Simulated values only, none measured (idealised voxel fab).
The process module presented herein is designated voxel lift off.
Pictured: cross-section cut, 290 nm wide, on a grid of 5 nm square cells.
Heads up, the way a cross-section reads in here is a grid of square cells, handed over as bands from the top down, with every band being one or more rows of cells. Per band: top height and bottom height in nm, followed by the left-to-right materials and their widths in nm; "all across" marks a single material spanning edge to edge, "air" marks empty space. Note: height 0 marks the level under which the wafer is uniformly one material as received. Lowest band unbounded below, written "0 -> down". Think of "30->40" as a width that walks from the first number to the second as you go down the band, top row to bottom row, taking equal-sized steps from row to row. "same as before" for a step: no cell of the cross-section changed in that step. Look at "Unvented voids" for the closed voids: empty spaces with no open path to the top, sized 8 cells or up. Each is width x height at distance, distance from the left edge, all nm. On each step's line, the part that comes after the settings is the simulator's own comment on the step. overlay nm, on a step with a mask: how far to the right of its planned place the mask lay; to the left if negative.
These are the steps we planned for the process
- 1: RECEIVE | material Si
- 2: CONFORMAL_DEP | material SiN | thk nm 15
- 3: PATTERN | tone open | mask id LINES | material resist | width nm 15 | pitch nm 35 | thk nm 15 | overlay nm 0
- 4: DIRECTIONAL_DEP | material Ru | thk nm 5
- 5: STRIP | etch materials resist
- 6: CONFORMAL_DEP | material SiCN | thk nm 10
as received, after step 1
    0 -> down | Si all across
    Unvented voids: none
The following cross-section depicts the wafer upon conclusion of the module. Processing commenced from the starting condition illustrated above and adhered to the plan illustrated above, save for one mistake in execution
    25 -> 15 | SiCN all across
    15 -> 0 | SiN all across
    0 -> down | Si all across
    Unvented voids: none
What broke from the plan during processing? plan step 4: skipped, not run
